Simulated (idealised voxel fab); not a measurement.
process module | voxel capacitor over wiring
cross-section cut | 215 nm wide | cells 5 nm
A cross-section is a grid of square cells, given in bands from the top down. A band is one or more rows of cells.
Each band's line starts with the height of the band's top and of its bottom, in nm. Then come its materials from left to right, each with its width in nm. One material with "throughout" fills the band from edge to edge. "air" is empty space.
Height 0 is the level under which the wafer as received is all one material. The lowest band goes on downwards, as in "0 down".
A width such as "30 to 40" changes by the same amount from each row of cells to the next, from the band's top row to its bottom row.
"no change" after a step means that no cell of the cross-section changed.
closed voids: empty space of 8 cells or more with no open way to the top, each as width x height at its distance from the left edge, in nm
after a step's settings: what the simulator itself notes on the step
overlay nm, on a step with a mask: how far to the right of its planned place the mask lay; to the left if negative
plan
1 op RECEIVE | material Si
2 op CONFORMAL_DEP | material SiO2 | thk nm 10
3 op DIRECTIONAL_DEP | material TiN | thk nm 5
4 op DIRECTIONAL_DEP | material W | thk nm 15
5 op PATTERN | tone cover | mask id METAL_1 | material resist | width nm 25 | pitch nm 95 | thk nm 20 | overlay nm 0
6 op DIRECTIONAL_ETCH | etch materials W | depth nm 15
7 op DIRECTIONAL_ETCH | etch materials TiN | depth nm 5
8 op STRIP | etch materials resist
9 op CONFORMAL_DEP | material SiN | thk nm 5
10 op FILL_DEP | material lowk | thk nm 5
11 op CMP | height nm 30
12 op CONFORMAL_DEP | material SiCN | thk nm 5
13 op DIRECTIONAL_DEP | material lowk | thk nm 10
14 op PATTERN | tone open | mask id PLUG_1 | material resist | width nm 15 | thk nm 20 | overlay nm 0
15 op DIRECTIONAL_ETCH | etch materials lowk | depth nm 10
16 op DIRECTIONAL_ETCH | etch materials SiCN | depth nm 5
17 op STRIP | etch materials resist
18 op CONFORMAL_DEP | material TiN | thk nm 5
19 op FILL_DEP | material Ru | thk nm 10
20 op CMP | height nm 45
21 op DIRECTIONAL_DEP | material TiN | thk nm 10
22 op DIRECTIONAL_DEP | material SiN | thk nm 5
23 op DIRECTIONAL_DEP | material TiN | thk nm 5
24 op MASKED_ETCH | tone cover | mask id UPPER_PLATE | width nm 75 | etch materials TiN | depth nm 5 | overlay nm 0
25 op MASKED_ETCH | tone cover | mask id UPPER_PLATE | width nm 65 | etch materials SiN | depth nm 5 | overlay nm 0
26 op DIRECTIONAL_DEP | material aC | thk nm 10
27 op PATTERN | tone cover | mask id LOWER_PLATE | material resist | width nm 85 | thk nm 30 | overlay nm 0
28 op DIRECTIONAL_ETCH | etch materials aC | depth nm 10
29 op STRIP | etch materials resist
30 op DIRECTIONAL_ETCH | etch materials TiN | depth nm 10
31 op STRIP | etch materials aC
32 op FILL_DEP | material SiO2 | thk nm 15
33 op CMP | height nm 75
34 op PATTERN | tone open | mask id PLUG_2 | material resist | width nm 15 | thk nm 20 | overlay nm 0
35 op DIRECTIONAL_ETCH | etch materials SiO2 | depth nm 10
36 op STRIP | etch materials resist
37 op CONFORMAL_DEP | material TiN | thk nm 5
38 op FILL_DEP | material Ru | thk nm 5
39 op CMP | height nm 75
40 op CONFORMAL_DEP | material SiCN | thk nm 5
varied across the wafers: width nm of step 25. The plan shows the first wafer's value. All wafers start alike
first wafer as received, after step 1
  0 down: Si throughout
  closed voids: none
each wafer at the end: cells of each material gained (+) or lost (-) since it was received, then its closed voids
width nm 65 | +3 Ru | +83 SiCN | +60 SiN | +274 SiO2 | +71 TiN | +30 W | +167 lowk | closed voids: none
width nm 70 | +3 Ru | +83 SiCN | +60 SiN | +274 SiO2 | +71 TiN | +30 W | +167 lowk | closed voids: none
width nm 75 | +3 Ru | +83 SiCN | +60 SiN | +274 SiO2 | +71 TiN | +30 W | +167 lowk | closed voids: none
width nm 80 | +3 Ru | +83 SiCN | +61 SiN | +273 SiO2 | +71 TiN | +30 W | +167 lowk | closed voids: none
width nm 85 | +3 Ru | +83 SiCN | +62 SiN | +272 SiO2 | +71 TiN | +30 W | +167 lowk | closed voids: none
width nm 90 | +3 Ru | +83 SiCN | +63 SiN | +269 SiO2 | +73 TiN | +30 W | +167 lowk | closed voids: none
